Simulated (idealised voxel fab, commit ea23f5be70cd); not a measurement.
process module | voxel lift off
cross-section cut | 245 nm wide | cells 5 nm
A cross-section is a grid of square cells, given in bands from the top down. A band is one or more rows of cells.
Each band's line starts with the height of the band's top and of its bottom, in nm. Then come its materials from left to right, each with its width in nm. One material with "throughout" fills the band from edge to edge. "air" is empty space.
Height 0 is the level under which the wafer as received is all one material. The lowest band goes on downwards, as in "0 down".
A width such as "30 to 40" changes by the same amount from each row of cells to the next, from the band's top row to its bottom row.
"no change" after a step means that no cell of the cross-section changed.
closed voids: empty space of 8 cells or more with no open way to the top, each as width x height at its distance from the left edge, in nm
after a step's settings: what the simulator itself notes on the step
overlay nm, on a step with a mask: how far to the right of its planned place the mask lay; to the left if negative
plan
1 op RECEIVE | material Si
2 op CONFORMAL_DEP | material Al2O3 | thk nm 5
3 op PATTERN | tone open | mask id LINES | material resist | width nm 25 | pitch nm 45 | thk nm 20 | overlay nm 0
4 op DIRECTIONAL_DEP | material Ru | thk nm 5
5 op STRIP | etch materials resist
6 op CONFORMAL_DEP | material SiO2 | thk nm 10
as received, after step 1
  0 down: Si throughout
  closed voids: none
a wafer at the end: this start, this plan, one mistake
  20 to 15: SiO2 50 | air 5 | SiO2 40 | air 5 | SiO2 40 | air 5 | SiO2 40 | air 5 | SiO2 55
  15 to 10: SiO2 throughout
  10 to 5: Ru 40 | SiO2 25 | Ru 20 | SiO2 25 | Ru 20 | SiO2 25 | Ru 20 | SiO2 25 | Ru 45
  5 to 0: Al2O3 throughout
  0 down: Si throughout
  closed voids: none
what went wrong: step 3 ran as: op PATTERN | tone cover | mask id LINES | material resist | width nm 25 | pitch nm 45 | thk nm 20 | overlay nm 0
